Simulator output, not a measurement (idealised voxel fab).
Title: Process Module voxel transistor to metal
Each square cell in cross-section cut measures 5 nm, and the section as a whole is 260 nm wide.
How to read a cross-section here: the picture is a grid of square cells, written as bands going from the top down, and any band can span one or more rows of cells. First you get the band's top height and its bottom height, in nm, and then the materials it's made of, left to right, with each width in nm. If you see a single material with "full width", that one covers the band edge to edge. "blank" is empty space. The reference from which all heights are counted is 0, the level beneath which the as-received wafer is entirely one material; the lowest band, having no lower bound, proceeds downward and is written after the example "0 and below". When a width is written as two numbers, as in "30 to 40", the first number is the width in the top row of cells of the band and the second is the width in its bottom row, and the width changes by the same amount from each row to the next. Key: "stayed the same" - step with no changed cell in the cross-section. Reported under the label "Unvented internal voids" are the empty spaces having no open way to the top and comprising 8 cells or more; the notation for each is width x height at distance, in which the distance is measured from the left edge and all three values are in nm. Heads up: the bit after the settings on a step's line is the simulator's remark on that step. On any step carrying a mask, the "overlay nm" setting, if present on the step's line, tells how far right of its planned place the mask lay; negative values point to the left.

# The planned process steps are enumerated hereunder
step 1: RECEIVE, material Si
step 2: CONFORMAL_DEP, material SiO2, thk nm 5
step 3: CONFORMAL_DEP, material SiN, thk nm 10
step 4: DIRECTIONAL_DEP, material aC, thk nm 10
step 5: PATTERN, tone cover, mask id ACTIVE, material resist, width nm 100, pitch nm 130, thk nm 30, overlay nm 0
step 6: DIRECTIONAL_ETCH, etch materials aC, depth nm 10
step 7: STRIP, etch materials resist
step 8: DIRECTIONAL_ETCH, etch materials SiN, depth nm 10
step 9: DIRECTIONAL_ETCH, etch materials SiO2, depth nm 5
step 10: DIRECTIONAL_ETCH, etch materials Si, depth nm 25
step 11: STRIP, etch materials aC
step 12: OXIDIZE, depth nm 5
step 13: FILL_DEP, material SiO2, thk nm 5
step 14: CMP, height nm 15
step 15: SELECTIVE_ETCH, etch materials SiO2, depth nm 10
step 16: STRIP, etch materials SiN
step 17: SELECTIVE_ETCH, etch materials SiO2, depth nm 5
step 18: OXIDIZE, depth nm 5
step 19: DIRECTIONAL_DEP, material polySi, thk nm 30
step 20: DIRECTIONAL_DEP, material SiCN, thk nm 15
step 21: PATTERN, tone cover, mask id GATE, material resist, width nm 20, pitch nm 130, thk nm 15, overlay nm 0
step 22: DIRECTIONAL_ETCH, etch materials SiCN, depth nm 25
step 23: DIRECTIONAL_ETCH, etch materials polySi, depth nm 40
step 24: STRIP, etch materials resist
step 25: CONFORMAL_DEP, material SiO2, thk nm 5
step 26: DIRECTIONAL_ETCH, etch materials SiO2, depth nm 5
step 27: CONFORMAL_DEP, material SiN, thk nm 10
step 28: DIRECTIONAL_ETCH, etch materials SiN, depth nm 10
step 29: DIRECTIONAL_ETCH, etch materials SiO2, depth nm 5
step 30: DIRECTIONAL_ETCH, etch materials Si, depth nm 15
step 31: EPI, material pSi, thk nm 20
step 32: FILL_DEP, material SiO2, thk nm 10
step 33: CMP, height nm 45
step 34: DIRECTIONAL_DEP, material SiO2, thk nm 10
step 35: PATTERN, tone open, mask id CONTACT, material resist, width nm 15, pitch nm 65, thk nm 15, overlay nm 0
step 36: DIRECTIONAL_ETCH, etch materials SiO2, depth nm 40
step 37: STRIP, etch materials resist
step 38: CONFORMAL_DEP, material TiN, thk nm 5
step 39: FILL_DEP, material Ru, thk nm 5
step 40: CMP, height nm 55
step 41: CONFORMAL_DEP, material SiCN, thk nm 5
step 42: DIRECTIONAL_DEP, material lowk, thk nm 15
step 43: DIRECTIONAL_DEP, material aC, thk nm 15
step 44: PATTERN, tone open, mask id METAL_1, material resist, width nm 15, pitch nm 65, thk nm 30, overlay nm 0
step 45: DIRECTIONAL_ETCH, etch materials aC, depth nm 15
step 46: STRIP, etch materials resist
step 47: DIRECTIONAL_ETCH, etch materials lowk, depth nm 15
step 48: DIRECTIONAL_ETCH, etch materials SiCN, depth nm 5
step 49: STRIP, etch materials aC
step 50: CONFORMAL_DEP, material TiN, thk nm 5
step 51: FILL_DEP, material W, thk nm 10
step 52: CMP, height nm 75
step 53: EPI, material Ru, thk nm 5
step 54: FILL_DEP, material SiCN, thk nm 5

# Cross-section, incoming material, after step 1
> 0 and below = Si full width
> Unvented internal voids: none

# Looking at the first of two wafers in cross-section at end of module - ran to plan
> 85 down to 80 = SiCN full width
> 80 down to 75 = 20 of SiCN, 25 of Ru, 40 of SiCN, 25 of Ru, 40 of SiCN, 25 of Ru, 40 of SiCN, 25 of Ru, 20 of SiCN
> 75 down to 60 = 25 of lowk, 5 of TiN, 5 of W, 5 of TiN, 50 of lowk, 5 of TiN, 5 of W, 5 of TiN, 50 of lowk, 5 of TiN, 5 of W, 5 of TiN, 50 of lowk, 5 of TiN, 5 of W, 5 of TiN, 25 of lowk
> 60 down to 55 = 25 of SiCN, 15 of TiN, 50 of SiCN, 15 of TiN, 50 of SiCN, 15 of TiN, 50 of SiCN, 15 of TiN, 25 of SiCN
> 55 down to 45 = 25 of SiO2, 5 of TiN, 5 of Ru, 5 of TiN, 50 of SiO2, 5 of TiN, 5 of Ru, 5 of TiN, 50 of SiO2, 5 of TiN, 5 of Ru, 5 of TiN, 50 of SiO2, 5 of TiN, 5 of Ru, 5 of TiN, 25 of SiO2
> 45 down to 30 = 25 of SiO2, 5 of TiN, 5 of Ru, 5 of TiN, 10 of SiN, 5 of SiO2, 20 of SiCN, 5 of SiO2, 10 of SiN, 5 of TiN, 5 of Ru, 5 of TiN, 50 of SiO2, 5 of TiN, 5 of Ru, 5 of TiN, 10 of SiN, 5 of SiO2, 20 of SiCN, 5 of SiO2, 10 of SiN, 5 of TiN, 5 of Ru, 5 of TiN, 25 of SiO2
> 30 down to 20 = 25 of SiO2, 5 of TiN, 5 of Ru, 5 of TiN, 10 of SiN, 5 of SiO2, 20 of polySi, 5 of SiO2, 10 of SiN, 5 of TiN, 5 of Ru, 5 of TiN, 50 of SiO2, 5 of TiN, 5 of Ru, 5 of TiN, 10 of SiN, 5 of SiO2, 20 of polySi, 5 of SiO2, 10 of SiN, 5 of TiN, 5 of Ru, 5 of TiN, 25 of SiO2
> 20 down to 15 = 25 of SiO2, 15 of TiN, 10 of SiN, 5 of SiO2, 20 of polySi, 5 of SiO2, 10 of SiN, 15 of TiN, 50 of SiO2, 15 of TiN, 10 of SiN, 5 of SiO2, 20 of polySi, 5 of SiO2, 10 of SiN, 15 of TiN, 25 of SiO2
> 15 down to 0 = 20 of SiO2, 20 of pSi, 10 of SiN, 5 of SiO2, 20 of polySi, 5 of SiO2, 10 of SiN, 20 of pSi, 40 of SiO2, 20 of pSi, 10 of SiN, 5 of SiO2, 20 of polySi, 5 of SiO2, 10 of SiN, 20 of pSi, 20 of SiO2
> 0 down to -5 = 15 of SiO2, 25 of pSi, 50 of SiO2, 25 of pSi, 30 of SiO2, 25 of pSi, 50 of SiO2, 25 of pSi, 15 of SiO2
> -5 down to -20 = 20 of SiO2, 20 of pSi, 50 of Si, 20 of pSi, 40 of SiO2, 20 of pSi, 50 of Si, 20 of pSi, 20 of SiO2
> -20 down to -30 = 20 of SiO2, 90 of Si, 40 of SiO2, 90 of Si, 20 of SiO2
> -30 and below = Si full width
> Unvented internal voids: none

# So this is wafer number two of the two, cut at the end of the module - it started where the first did and had the same plan, we just got one thing wrong running it
> 85 down to 80 = SiCN full width
> 80 down to 75 = 20 of SiCN, 25 of Ru, 40 of SiCN, 25 of Ru, 40 of SiCN, 25 of Ru, 40 of SiCN, 25 of Ru, 20 of SiCN
> 75 down to 60 = 25 of lowk, 5 of TiN, 5 of W, 5 of TiN, 50 of lowk, 5 of TiN, 5 of W, 5 of TiN, 50 of lowk, 5 of TiN, 5 of W, 5 of TiN, 50 of lowk, 5 of TiN, 5 of W, 5 of TiN, 25 of lowk
> 60 down to 55 = 25 of SiCN, 15 of TiN, 50 of SiCN, 15 of TiN, 50 of SiCN, 15 of TiN, 50 of SiCN, 15 of TiN, 25 of SiCN
> 55 down to 45 = 25 of SiO2, 5 of TiN, 10 to 5 of Ru, 5 to 10 of TiN, 45 of SiO2, 5 of TiN, 10 of Ru, 5 of TiN, 45 of SiO2, 5 of TiN, 10 to 5 of Ru, 5 to 10 of TiN, 45 of SiO2, 5 of TiN, 10 of Ru, 5 of TiN, 20 of SiO2
> 45 down to 30 = 25 of SiO2, 5 of TiN, 5 of Ru, 5 of TiN, 10 of SiN, 5 of SiO2, 20 of SiCN, 5 of SiO2, 10 of SiN, 5 of TiN, 10 of Ru, 5 of TiN, 45 of SiO2, 5 of TiN, 5 of Ru, 5 of TiN, 10 of SiN, 5 of SiO2, 20 of SiCN, 5 of SiO2, 10 of SiN, 5 of TiN, 10 of Ru, 5 of TiN, 20 of SiO2
> 30 down to 20 = 25 of SiO2, 5 of TiN, 5 of Ru, 5 of TiN, 10 of SiN, 5 of SiO2, 20 of polySi, 5 of SiO2, 10 of SiN, 5 of TiN, 10 of Ru, 5 of TiN, 45 of SiO2, 5 of TiN, 5 of Ru, 5 of TiN, 10 of SiN, 5 of SiO2, 20 of polySi, 5 of SiO2, 10 of SiN, 5 of TiN, 10 of Ru, 5 of TiN, 20 of SiO2
> 20 down to 15 = 25 of SiO2, 15 of TiN, 10 of SiN, 5 of SiO2, 20 of polySi, 5 of SiO2, 10 of SiN, 20 of TiN, 45 of SiO2, 15 of TiN, 10 of SiN, 5 of SiO2, 20 of polySi, 5 of SiO2, 10 of SiN, 20 of TiN, 20 of SiO2
> 15 down to 0 = 20 of SiO2, 20 of pSi, 10 of SiN, 5 of SiO2, 20 of polySi, 5 of SiO2, 10 of SiN, 20 of pSi, 40 of SiO2, 20 of pSi, 10 of SiN, 5 of SiO2, 20 of polySi, 5 of SiO2, 10 of SiN, 20 of pSi, 20 of SiO2
> 0 down to -5 = 15 of SiO2, 25 of pSi, 50 of SiO2, 25 of pSi, 30 of SiO2, 25 of pSi, 50 of SiO2, 25 of pSi, 15 of SiO2
> -5 down to -20 = 20 of SiO2, 20 of pSi, 50 of Si, 20 of pSi, 40 of SiO2, 20 of pSi, 50 of Si, 20 of pSi, 20 of SiO2
> -20 down to -30 = 20 of SiO2, 90 of Si, 40 of SiO2, 90 of Si, 20 of SiO2
> -30 and below = Si full width
> Unvented internal voids: none
Deviation from plan: planned and actual differ for step 35; actual: PATTERN, tone open, mask id CONTACT, material resist, width nm 20, pitch nm 65, thk nm 15, overlay nm 0
Final comparison by cell count, materials where the second wafer has more or fewer than the first: Ru: 16 more | SiO2: 20 fewer | TiN: 4 more
